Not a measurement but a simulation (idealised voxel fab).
process module | voxel plated lines
cross-section cut | 245 nm wide | cells 5 nm
A cross-section is a grid of square cells, given in bands from the top down. A band is one or more rows of cells.
Each band's line starts with the height of the band's top and of its bottom, in nm. Then come its materials from left to right, each with its width in nm. One material with "throughout" fills the band from edge to edge. "air" is empty space.
Height 0 is the level under which the wafer as received is all one material. The lowest band goes on downwards, as in "0 down".
A width such as "30 to 40" changes by the same amount from each row of cells to the next, from the band's top row to its bottom row.
"no change" after a step means that no cell of the cross-section changed.
closed voids: empty space of 8 cells or more with no open way to the top, each as width x height at its distance from the left edge, in nm
after a step's settings: what the simulator itself notes on the step
overlay nm, on a step with a mask: how far to the right of its planned place the mask lay; to the left if negative
Each pair below shows a cross-section before one step and the cross-section after it, down to the lowest band that changed. The line under each pair gives the step between them, with its settings. The pairs can come from different runs of this module on the same starting wafer, so a pair continues from the pair above only where its "before" says so.
before
  0 down: Si throughout
  closed voids: none
after
  15 to 0: SiN throughout
  below 0: unchanged
  closed voids: none
the step between: op CONFORMAL_DEP | material SiN | thk nm 15
before: the cross-section after the pair above
after
  20 to 15: TiN throughout
  below 15: unchanged
  closed voids: none
the step between: op DIRECTIONAL_DEP | material TiN | thk nm 5
before: the cross-section after the pair above
after
  35 to 20: resist 45 | air 20 | resist 25 | air 20 | resist 25 | air 20 | resist 25 | air 20 | resist 45
  below 20: unchanged
  closed voids: none
the step between: op PATTERN | tone open | mask id LINES | material resist | width nm 20 | pitch nm 45 | thk nm 15 | overlay nm 0
before: the cross-section after the pair above
after
  35 to 30: resist 45 | air 20 | resist 25 | air 20 | resist 25 | air 20 | resist 25 | air 20 | resist 45
  30 to 20: resist 45 | Ru 20 | resist 25 | Ru 20 | resist 25 | Ru 20 | resist 25 | Ru 20 | resist 45
  below 20: unchanged
  closed voids: none
the step between: op EPI | material Ru | thk nm 10
before: the cross-section after the pair above
after
  30 to 20: air 45 | Ru 20 | air 25 | Ru 20 | air 25 | Ru 20 | air 25 | Ru 20 | air 45
  below 20: unchanged
  closed voids: none
the step between: op STRIP | etch materials resist
before: the cross-section after the pair above
after
  30 to 20: air 45 | Ru 20 | air 25 | Ru 20 | air 25 | Ru 20 | air 25 | Ru 20 | air 45
  20 to 15: air 45 | TiN 20 | air 25 | TiN 20 | air 25 | TiN 20 | air 25 | TiN 20 | air 45
  below 15: unchanged
  closed voids: none
the step between: op DIRECTIONAL_ETCH | etch materials TiN | depth nm 5
before: the cross-section after the pair above
after
  35 to 30: air 40 | SiO2 30 | air 15 | SiO2 30 | air 15 | SiO2 30 | air 15 | SiO2 30 | air 40
  30 to 20: air 40 | SiO2 5 | Ru 20 | SiO2 5 | air 15 | SiO2 5 | Ru 20 | SiO2 5 | air 15 | SiO2 5 | Ru 20 | SiO2 5 | air 15 | SiO2 5 | Ru 20 | SiO2 5 | air 40
  20 to 15: SiO2 45 | TiN 20 | SiO2 25 | TiN 20 | SiO2 25 | TiN 20 | SiO2 25 | TiN 20 | SiO2 45
  below 15: unchanged
  closed voids: none
the step between: op CONFORMAL_DEP | material SiO2 | thk nm 5
before
  35 to 30: resist 45 | air 20 | resist 25 | air 20 | resist 25 | air 20 | resist 25 | air 20 | resist 45
  30 to 20: resist 45 | Ru 20 | resist 25 | Ru 20 | resist 25 | Ru 20 | resist 25 | Ru 20 | resist 45
  20 to 15: TiN throughout
  15 to 0: SiN throughout
  0 down: Si throughout
  closed voids: none
after
  40 to 35: air 40 | Ru 30 | air 15 | Ru 30 | air 15 | Ru 30 | air 15 | Ru 30 | air 40
  35 to 20: resist 45 | Ru 20 | resist 25 | Ru 20 | resist 25 | Ru 20 | resist 25 | Ru 20 | resist 45
  below 20: unchanged
  closed voids: none
the step between: op EPI | material Ru | thk nm 10
before: the cross-section after the pair above
after
  40 to 35: air 40 | Ru 30 | air 15 | Ru 30 | air 15 | Ru 30 | air 15 | Ru 30 | air 40
  35 to 20: air 45 | Ru 20 | air 25 | Ru 20 | air 25 | Ru 20 | air 25 | Ru 20 | air 45
  below 20: unchanged
  closed voids: none
the step between: op STRIP | etch materials resist
before: the cross-section after the pair above
after
  40 to 35: air 40 | Ru 30 | air 15 | Ru 30 | air 15 | Ru 30 | air 15 | Ru 30 | air 40
  35 to 20: air 45 | Ru 20 | air 25 | Ru 20 | air 25 | Ru 20 | air 25 | Ru 20 | air 45
  20 to 15: air 40 | TiN 30 | air 15 | TiN 30 | air 15 | TiN 30 | air 15 | TiN 30 | air 40
  below 15: unchanged
  closed voids: none
the step between: op DIRECTIONAL_ETCH | etch materials TiN | depth nm 5
before: the cross-section after the pair above
after
  45 to 40: air 35 | SiO2 40 | air 5 | SiO2 40 | air 5 | SiO2 40 | air 5 | SiO2 40 | air 35
  40 to 30: air 35 | SiO2 5 to 10 | Ru 30 to 20 | SiO2 5 to 10 | air 5 | SiO2 5 to 10 | Ru 30 to 20 | SiO2 5 to 10 | air 5 | SiO2 5 to 10 | Ru 30 to 20 | SiO2 5 to 10 | air 5 | SiO2 5 to 10 | Ru 30 to 20 | SiO2 5 to 10 | air 35
  30 to 20: air 40 to 35 | SiO2 5 to 10 | Ru 20 | SiO2 5 to 10 | air 15 to 5 | SiO2 5 to 10 | Ru 20 | SiO2 5 to 10 | air 15 to 5 | SiO2 5 to 10 | Ru 20 | SiO2 5 to 10 | air 15 to 5 | SiO2 5 to 10 | Ru 20 | SiO2 5 to 10 | air 40 to 35
  20 to 15: SiO2 40 | TiN 30 | SiO2 15 | TiN 30 | SiO2 15 | TiN 30 | SiO2 15 | TiN 30 | SiO2 40
  below 15: unchanged
  closed voids: none
the step between: op CONFORMAL_DEP | material SiO2 | thk nm 5
before
  0 down: Si throughout
  closed voids: none
after
  5 to 0: TiN throughout
  below 0: unchanged
  closed voids: none
the step between: op DIRECTIONAL_DEP | material TiN | thk nm 5
before: the cross-section after the pair above
after
  20 to 5: SiN throughout
  below 5: unchanged
  closed voids: none
the step between: op CONFORMAL_DEP | material SiN | thk nm 15
before: the cross-section after the pair above
after
  35 to 20: resist 45 | air 20 | resist 25 | air 20 | resist 25 | air 20 | resist 25 | air 20 | resist 45
  below 20: unchanged
  closed voids: none
the step between: op PATTERN | tone open | mask id LINES | material resist | width nm 20 | pitch nm 45 | thk nm 15 | overlay nm 0
before: the cross-section after the pair above
after
  20 to 5: SiN throughout
  below 5: unchanged
  closed voids: none
the step between: op STRIP | etch materials resist
before: the cross-section after the pair above
after
  25 to 20: SiO2 throughout
  below 20: unchanged
  closed voids: none
the step between: op CONFORMAL_DEP | material SiO2 | thk nm 5
before
  15 to 0: SiN throughout
  0 down: Si throughout
  closed voids: none
after
  30 to 15: TiN throughout
  below 15: unchanged
  closed voids: none
the step between: op DIRECTIONAL_DEP | material TiN | thk nm 15
before: the cross-section after the pair above
after
  45 to 30: resist 45 | air 20 | resist 25 | air 20 | resist 25 | air 20 | resist 25 | air 20 | resist 45
  below 30: unchanged
  closed voids: none
the step between: op PATTERN | tone open | mask id LINES | material resist | width nm 20 | pitch nm 45 | thk nm 15 | overlay nm 0
before: the cross-section after the pair above
after
  45 to 40: resist 45 | air 20 | resist 25 | air 20 | resist 25 | air 20 | resist 25 | air 20 | resist 45
  40 to 30: resist 45 | Ru 20 | resist 25 | Ru 20 | resist 25 | Ru 20 | resist 25 | Ru 20 | resist 45
  below 30: unchanged
  closed voids: none
the step between: op EPI | material Ru | thk nm 10
before: the cross-section after the pair above
after
  40 to 30: air 45 | Ru 20 | air 25 | Ru 20 | air 25 | Ru 20 | air 25 | Ru 20 | air 45
  below 30: unchanged
  closed voids: none
the step between: op STRIP | etch materials resist
before: the cross-section after the pair above
after
  40 to 30: air 45 | Ru 20 | air 25 | Ru 20 | air 25 | Ru 20 | air 25 | Ru 20 | air 45
  30 to 25: air 45 | TiN 20 | air 25 | TiN 20 | air 25 | TiN 20 | air 25 | TiN 20 | air 45
  below 25: unchanged
  closed voids: none
the step between: op DIRECTIONAL_ETCH | etch materials TiN | depth nm 5
before: the cross-section after the pair above
after
  45 to 40: air 40 | SiO2 30 | air 15 | SiO2 30 | air 15 | SiO2 30 | air 15 | SiO2 30 | air 40
  40 to 30: air 40 | SiO2 5 | Ru 20 | SiO2 5 | air 15 | SiO2 5 | Ru 20 | SiO2 5 | air 15 | SiO2 5 | Ru 20 | SiO2 5 | air 15 | SiO2 5 | Ru 20 | SiO2 5 | air 40
  30 to 25: SiO2 45 | TiN 20 | SiO2 25 | TiN 20 | SiO2 25 | TiN 20 | SiO2 25 | TiN 20 | SiO2 45
  below 25: unchanged
  closed voids: none
the step between: op CONFORMAL_DEP | material SiO2 | thk nm 5
before
  20 to 15: TiN throughout
  15 to 0: SiN throughout
  0 down: Si throughout
  closed voids: none
after
  35 to 20: resist 40 | air 30 | resist 15 | air 30 | resist 15 | air 30 | resist 15 | air 30 | resist 40
  below 20: unchanged
  closed voids: none
the step between: op PATTERN | tone open | mask id LINES | material resist | width nm 30 | pitch nm 45 | thk nm 15 | overlay nm 0
before: the cross-section after the pair above
after
  35 to 30: resist 40 | air 30 | resist 15 | air 30 | resist 15 | air 30 | resist 15 | air 30 | resist 40
  30 to 20: resist 40 | Ru 30 | resist 15 | Ru 30 | resist 15 | Ru 30 | resist 15 | Ru 30 | resist 40
  below 20: unchanged
  closed voids: none
the step between: op EPI | material Ru | thk nm 10
before: the cross-section after the pair above
after
  30 to 20: air 40 | Ru 30 | air 15 | Ru 30 | air 15 | Ru 30 | air 15 | Ru 30 | air 40
  below 20: unchanged
  closed voids: none
the step between: op STRIP | etch materials resist
before: the cross-section after the pair above
after
  30 to 20: air 40 | Ru 30 | air 15 | Ru 30 | air 15 | Ru 30 | air 15 | Ru 30 | air 40
  20 to 15: air 40 | TiN 30 | air 15 | TiN 30 | air 15 | TiN 30 | air 15 | TiN 30 | air 40
  below 15: unchanged
  closed voids: none
the step between: op DIRECTIONAL_ETCH | etch materials TiN | depth nm 5
before: the cross-section after the pair above
after
  35 to 30: air 35 | SiO2 40 | air 5 | SiO2 40 | air 5 | SiO2 40 | air 5 | SiO2 40 | air 35
  30 to 20: air 35 | SiO2 5 | Ru 30 | SiO2 5 | air 5 | SiO2 5 | Ru 30 | SiO2 5 | air 5 | SiO2 5 | Ru 30 | SiO2 5 | air 5 | SiO2 5 | Ru 30 | SiO2 5 | air 35
  20 to 15: SiO2 40 | TiN 30 | SiO2 15 | TiN 30 | SiO2 15 | TiN 30 | SiO2 15 | TiN 30 | SiO2 40
  below 15: unchanged
  closed voids: none
the step between: op CONFORMAL_DEP | material SiO2 | thk nm 5
before
  20 to 15: TiN throughout
  15 to 0: SiN throughout
  0 down: Si throughout
  closed voids: none
after
  35 to 20: resist 40 | air 20 | resist 25 | air 20 | resist 25 | air 20 | resist 25 | air 20 | resist 50
  below 20: unchanged
  closed voids: none
the step between: op PATTERN | tone open | mask id LINES | material resist | width nm 20 | pitch nm 45 | thk nm 15 | overlay nm -5
before: the cross-section after the pair above
after
  35 to 30: resist 40 | air 20 | resist 25 | air 20 | resist 25 | air 20 | resist 25 | air 20 | resist 50
  30 to 20: resist 40 | Ru 20 | resist 25 | Ru 20 | resist 25 | Ru 20 | resist 25 | Ru 20 | resist 50
  below 20: unchanged
  closed voids: none
the step between: op EPI | material Ru | thk nm 10
before: the cross-section after the pair above
after
  30 to 20: air 40 | Ru 20 | air 25 | Ru 20 | air 25 | Ru 20 | air 25 | Ru 20 | air 50
  below 20: unchanged
  closed voids: none
the step between: op STRIP | etch materials resist
before: the cross-section after the pair above
after
  30 to 20: air 40 | Ru 20 | air 25 | Ru 20 | air 25 | Ru 20 | air 25 | Ru 20 | air 50
  20 to 15: air 40 | TiN 20 | air 25 | TiN 20 | air 25 | TiN 20 | air 25 | TiN 20 | air 50
  below 15: unchanged
  closed voids: none
the step between: op DIRECTIONAL_ETCH | etch materials TiN | depth nm 5
before: the cross-section after the pair above
after
  35 to 30: air 35 | SiO2 30 | air 15 | SiO2 30 | air 15 | SiO2 30 | air 15 | SiO2 30 | air 45
  30 to 20: air 35 | SiO2 5 | Ru 20 | SiO2 5 | air 15 | SiO2 5 | Ru 20 | SiO2 5 | air 15 | SiO2 5 | Ru 20 | SiO2 5 | air 15 | SiO2 5 | Ru 20 | SiO2 5 | air 45
  20 to 15: SiO2 40 | TiN 20 | SiO2 25 | TiN 20 | SiO2 25 | TiN 20 | SiO2 25 | TiN 20 | SiO2 50
  below 15: unchanged
  closed voids: none
the step between: op CONFORMAL_DEP | material SiO2 | thk nm 5
before
  30 to 20: air 45 | Ru 20 | air 25 | Ru 20 | air 25 | Ru 20 | air 25 | Ru 20 | air 45
  20 to 15: TiN throughout
  15 to 0: SiN throughout
  0 down: Si throughout
  closed voids: none
after
  25 to 20: air 45 | Ru 20 | air 25 | Ru 20 | air 25 | Ru 20 | air 25 | Ru 20 | air 45
  below 20: unchanged
  closed voids: none
the step between: op DIRECTIONAL_ETCH | etch materials Ru | depth nm 5
before: the cross-section after the pair above
after
  30 to 25: air 40 | SiO2 30 | air 15 | SiO2 30 | air 15 | SiO2 30 | air 15 | SiO2 30 | air 40
  25 to 20: SiO2 45 | Ru 20 | SiO2 25 | Ru 20 | SiO2 25 | Ru 20 | SiO2 25 | Ru 20 | SiO2 45
  below 20: unchanged
  closed voids: none
the step between: op CONFORMAL_DEP | material SiO2 | thk nm 5
before
  20 to 15: TiN throughout
  15 to 0: SiN throughout
  0 down: Si throughout
  closed voids: none
after
  35 to 20: air 45 | resist 20 | air 25 | resist 20 | air 25 | resist 20 | air 25 | resist 20 | air 45
  below 20: unchanged
  closed voids: none
the step between: op PATTERN | tone cover | mask id LINES | material resist | width nm 20 | pitch nm 45 | thk nm 15 | overlay nm 0
before: the cross-section after the pair above
after
  35 to 30: air 45 | resist 20 | air 25 | resist 20 | air 25 | resist 20 | air 25 | resist 20 | air 45
  30 to 20: Ru 45 | resist 20 | Ru 25 | resist 20 | Ru 25 | resist 20 | Ru 25 | resist 20 | Ru 45
  below 20: unchanged
  closed voids: none
the step between: op EPI | material Ru | thk nm 10
before: the cross-section after the pair above
after
  30 to 20: Ru 45 | air 20 | Ru 25 | air 20 | Ru 25 | air 20 | Ru 25 | air 20 | Ru 45
  below 20: unchanged
  closed voids: none
the step between: op STRIP | etch materials resist
before: the cross-section after the pair above
after
  30 to 20: Ru 45 | air 20 | Ru 25 | air 20 | Ru 25 | air 20 | Ru 25 | air 20 | Ru 45
  20 to 15: TiN 45 | air 20 | TiN 25 | air 20 | TiN 25 | air 20 | TiN 25 | air 20 | TiN 45
  below 15: unchanged
  closed voids: none
the step between: op DIRECTIONAL_ETCH | etch materials TiN | depth nm 5
before: the cross-section after the pair above
after
  35 to 30: SiO2 50 | air 10 | SiO2 35 | air 10 | SiO2 35 | air 10 | SiO2 35 | air 10 | SiO2 50
  30 to 20: Ru 45 | SiO2 5 | air 10 | SiO2 5 | Ru 25 | SiO2 5 | air 10 | SiO2 5 | Ru 25 | SiO2 5 | air 10 | SiO2 5 | Ru 25 | SiO2 5 | air 10 | SiO2 5 | Ru 45
  20 to 15: TiN 45 | SiO2 20 | TiN 25 | SiO2 20 | TiN 25 | SiO2 20 | TiN 25 | SiO2 20 | TiN 45
  below 15: unchanged
  closed voids: none
the step between: op CONFORMAL_DEP | material SiO2 | thk nm 5
